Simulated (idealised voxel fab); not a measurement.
Process module, titled voxel wiring stack
This is section cut - it's 260 nm across, gridded in 5 nm square cells.
How to read a cross-section here: the picture is a grid of square cells, written as bands going from the top down, and any band can span one or more rows of cells.
Per band: top height and bottom height in nm, followed by the left-to-right materials and their widths in nm; "all across" marks a single material spanning edge to edge, "empty" marks empty space.
Heights are reckoned from 0. Under this level, the received wafer is all of one material. The bottommost band is open-ended downward, for example "z 0 and below".
Quick explanation for "30->40": the width changes in equal steps down the rows of cells, from the first number in the band's top row to the second number in its bottom row.
It should be understood that the words "changes: none", when stated for a given step, signify that the cross-section underwent no change in any of its cells during that step.
Under "Sealed internal voids" you'll find the enclosed gaps, the ones with no way out to the top, that are 8 cells or bigger; each reads width x height at distance, with distance counted from the left edge, everything in nm.
Past the settings on a step's line: simulator remark, on that step.
If you see "overlay nm" on a step's line and that step has a mask, it's telling you how far right of where it was planned the mask ended up; a negative number means it went left instead.

[The planned process steps are enumerated hereunder]
1) RECEIVE, material Si
2) CONFORMAL_DEP, material SiO2, thk nm 10
3) CONFORMAL_DEP, material SiCN, thk nm 5
4) DIRECTIONAL_DEP, material SiO2, thk nm 25
5) MASKED_ETCH, tone open, mask id METAL_1, width nm 30, pitch nm 55, etch materials SiO2, depth nm 25, overlay nm -15
6) MASKED_ETCH, tone open, mask id METAL_1, width nm 30, pitch nm 55, etch materials SiCN, depth nm 5, overlay nm 0
7) CONFORMAL_DEP, material TiN, thk nm 5
8) FILL_DEP, material Cu, thk nm 5
9) CMP, height nm 40
10) CONFORMAL_DEP, material SiCN, thk nm 5
11) DIRECTIONAL_DEP, material SiO2, thk nm 35
12) PATTERN, tone open, mask id METAL_2_HOLES, material resist, width nm 15, pitch nm 55, thk nm 15, overlay nm 0
13) DIRECTIONAL_ETCH, etch materials SiO2, depth nm 35
14) STRIP, etch materials resist
15) PATTERN, tone open, mask id METAL_2, material resist, width nm 30, pitch nm 55, thk nm 20, overlay nm 0
16) DIRECTIONAL_ETCH, etch materials SiO2, depth nm 20
17) DIRECTIONAL_ETCH, etch materials SiCN, depth nm 5
18) STRIP, etch materials resist
19) CONFORMAL_DEP, material TiN, thk nm 5
20) FILL_DEP, material Ru, thk nm 5
21) CMP, height nm 80
22) CONFORMAL_DEP, material SiCN, thk nm 5
23) DIRECTIONAL_DEP, material SiO2, thk nm 25
24) PATTERN, tone open, mask id METAL_3, material resist, width nm 30, pitch nm 55, thk nm 15, overlay nm 0
25) DIRECTIONAL_ETCH, etch materials SiO2, depth nm 15
26) STRIP, etch materials resist
27) PATTERN, tone open, mask id METAL_3_HOLES, material resist, width nm 15, pitch nm 55, thk nm 20, overlay nm 0
28) DIRECTIONAL_ETCH, etch materials SiO2, depth nm 10
29) DIRECTIONAL_ETCH, etch materials SiCN, depth nm 5
30) STRIP, etch materials resist
31) CONFORMAL_DEP, material TiN, thk nm 5
32) FILL_DEP, material Ru, thk nm 5
33) CMP, height nm 110
34) CONFORMAL_DEP, material SiCN, thk nm 5
The plan shows the overlay nm of step 5 as the first wafer had it; this setting differs between the wafers, which start out alike.

[The as-received cross-section of the first of several wafers corresponds to the state after step 1]
> z 0 and below  Si all across
> Sealed internal voids: none

[Here is the cross-section of the first of several wafers at the end of the module, after its last step, step 34]
> z 115 to 110  SiCN all across
> z 110 to 100  SiO2: 30 | TiN: 5 | Ru: 20 | TiN: 5 | SiO2: 25 | TiN: 5 | Ru: 20 | TiN: 5 | SiO2: 25 | TiN: 5 | Ru: 20 | TiN: 5 | SiO2: 25 | TiN: 5 | Ru: 20 | TiN: 5 | SiO2: 35
> z 100 to 95  SiO2: 30 | TiN: 5 | Ru: 5 | TiN: 20 | SiO2: 25 | TiN: 5 | Ru: 5 | TiN: 20 | SiO2: 25 | TiN: 5 | Ru: 5 | TiN: 20 | SiO2: 25 | TiN: 5 | Ru: 5 | TiN: 20 | SiO2: 35
> z 95 to 85  SiO2: 30 | TiN: 5 | Ru: 5 | TiN: 5 | SiO2: 40 | TiN: 5 | Ru: 5 | TiN: 5 | SiO2: 40 | TiN: 5 | Ru: 5 | TiN: 5 | SiO2: 40 | TiN: 5 | Ru: 5 | TiN: 5 | SiO2: 50
> z 85 to 80  SiCN: 30 | TiN: 15 | SiCN: 40 | TiN: 15 | SiCN: 40 | TiN: 15 | SiCN: 40 | TiN: 15 | SiCN: 50
> z 80 to 65  SiO2: 30 | TiN: 5 | Ru: 20 | TiN: 5 | SiO2: 25 | TiN: 5 | Ru: 20 | TiN: 5 | SiO2: 25 | TiN: 5 | Ru: 20 | TiN: 5 | SiO2: 25 | TiN: 5 | Ru: 20 | TiN: 5 | SiO2: 35
> z 65 to 60  SiO2: 30 | TiN: 5 | Ru: 5 | TiN: 20 | SiO2: 25 | TiN: 5 | Ru: 5 | TiN: 20 | SiO2: 25 | TiN: 5 | Ru: 5 | TiN: 20 | SiO2: 25 | TiN: 5 | Ru: 5 | TiN: 20 | SiO2: 35
> z 60 to 45  SiO2: 30 | TiN: 5 | Ru: 5 | TiN: 5 | SiO2: 40 | TiN: 5 | Ru: 5 | TiN: 5 | SiO2: 40 | TiN: 5 | Ru: 5 | TiN: 5 | SiO2: 40 | TiN: 5 | Ru: 5 | TiN: 5 | SiO2: 50
> z 45 to 40  SiCN: 30 | TiN: 15 | SiCN: 40 | TiN: 15 | SiCN: 40 | TiN: 15 | SiCN: 40 | TiN: 15 | SiCN: 50
> z 40 to 20  SiO2: 15 | TiN: 5 | Cu: 20 | TiN: 5 | SiO2: 25 | TiN: 5 | Cu: 20 | TiN: 5 | SiO2: 25 | TiN: 5 | Cu: 20 | TiN: 5 | SiO2: 25 | TiN: 5 | Cu: 20 | TiN: 5 | SiO2: 50
> z 20 to 15  SiO2: 15 | TiN: 20 | Cu: 5 | TiN: 5 | SiO2: 25 | TiN: 20 | Cu: 5 | TiN: 5 | SiO2: 25 | TiN: 20 | Cu: 5 | TiN: 5 | SiO2: 25 | TiN: 20 | Cu: 5 | TiN: 5 | SiO2: 50
> z 15 to 10  SiCN: 30 | TiN: 15 | SiCN: 40 | TiN: 15 | SiCN: 40 | TiN: 15 | SiCN: 40 | TiN: 15 | SiCN: 50
> z 10 to 0  SiO2 all across
> z 0 and below  Si all across
> Sealed internal voids: none

[Cross-sectional view of the final wafer of several at the module's end]
> z 115 to 110  SiCN all across
> z 110 to 100  SiO2: 30 | TiN: 5 | Ru: 20 | TiN: 5 | SiO2: 25 | TiN: 5 | Ru: 20 | TiN: 5 | SiO2: 25 | TiN: 5 | Ru: 20 | TiN: 5 | SiO2: 25 | TiN: 5 | Ru: 20 | TiN: 5 | SiO2: 35
> z 100 to 95  SiO2: 30 | TiN: 5 | Ru: 5 | TiN: 20 | SiO2: 25 | TiN: 5 | Ru: 5 | TiN: 20 | SiO2: 25 | TiN: 5 | Ru: 5 | TiN: 20 | SiO2: 25 | TiN: 5 | Ru: 5 | TiN: 20 | SiO2: 35
> z 95 to 85  SiO2: 30 | TiN: 5 | Ru: 5 | TiN: 5 | SiO2: 40 | TiN: 5 | Ru: 5 | TiN: 5 | SiO2: 40 | TiN: 5 | Ru: 5 | TiN: 5 | SiO2: 40 | TiN: 5 | Ru: 5 | TiN: 5 | SiO2: 50
> z 85 to 80  SiCN: 30 | TiN: 15 | SiCN: 40 | TiN: 15 | SiCN: 40 | TiN: 15 | SiCN: 40 | TiN: 15 | SiCN: 50
> z 80 to 65  SiO2: 30 | TiN: 5 | Ru: 20 | TiN: 5 | SiO2: 25 | TiN: 5 | Ru: 20 | TiN: 5 | SiO2: 25 | TiN: 5 | Ru: 20 | TiN: 5 | SiO2: 25 | TiN: 5 | Ru: 20 | TiN: 5 | SiO2: 35
> z 65 to 60  SiO2: 30 | TiN: 5 | Ru: 5 | TiN: 20 | SiO2: 25 | TiN: 5 | Ru: 5 | TiN: 20 | SiO2: 25 | TiN: 5 | Ru: 5 | TiN: 20 | SiO2: 25 | TiN: 5 | Ru: 5 | TiN: 20 | SiO2: 35
> z 60 to 45  SiO2: 30 | TiN: 5 | Ru: 5 | TiN: 5 | SiO2: 40 | TiN: 5 | Ru: 5 | TiN: 5 | SiO2: 40 | TiN: 5 | Ru: 5 | TiN: 5 | SiO2: 40 | TiN: 5 | Ru: 5 | TiN: 5 | SiO2: 50
> z 45 to 40  SiCN: 30 | TiN: 15 | SiCN: 40 | TiN: 15 | SiCN: 40 | TiN: 15 | SiCN: 40 | TiN: 15 | SiCN: 50
> z 40 to 20  SiO2: 45 | TiN: 5 | Cu: 20 | TiN: 5 | SiO2: 25 | TiN: 5 | Cu: 20 | TiN: 5 | SiO2: 25 | TiN: 5 | Cu: 20 | TiN: 5 | SiO2: 25 | TiN: 5 | Cu: 20 | TiN: 5 | SiO2: 20
> z 20 to 15  SiO2: 45 | TiN: 5 | Cu: 5 | TiN: 20 | SiO2: 25 | TiN: 5 | Cu: 5 | TiN: 20 | SiO2: 25 | TiN: 5 | Cu: 5 | TiN: 20 | SiO2: 25 | TiN: 5 | Cu: 5 | TiN: 20 | SiO2: 20
> z 15 to 10  SiCN: 45 | TiN: 15 | SiCN: 40 | TiN: 15 | SiCN: 40 | TiN: 15 | SiCN: 40 | TiN: 15 | SiCN: 35
> z 10 to 0  SiO2 all across
> z 0 and below  Si all across
> Sealed internal voids: none

[Per-wafer rows below. For each material: cells gained (+) or lost (-) since the wafer was received, as of end of module. Then: closed voids]
overlay nm -15; +68 Cu; +108 Ru; +172 SiCN; +640 SiO2; +208 TiN; Sealed internal voids: none
overlay nm -10; +72 Cu; +108 Ru; +168 SiCN; +640 SiO2; +208 TiN; Sealed internal voids: none
overlay nm -5; +76 Cu; +108 Ru; +164 SiCN; +640 SiO2; +208 TiN; Sealed internal voids: none
overlay nm 0; +80 Cu; +108 Ru; +160 SiCN; +640 SiO2; +208 TiN; Sealed internal voids: none
overlay nm 5; +76 Cu; +108 Ru; +164 SiCN; +640 SiO2; +208 TiN; Sealed internal voids: none
overlay nm 10; +72 Cu; +108 Ru; +168 SiCN; +640 SiO2; +208 TiN; Sealed internal voids: none
overlay nm 15; +68 Cu; +108 Ru; +172 SiCN; +640 SiO2; +208 TiN; Sealed internal voids: none
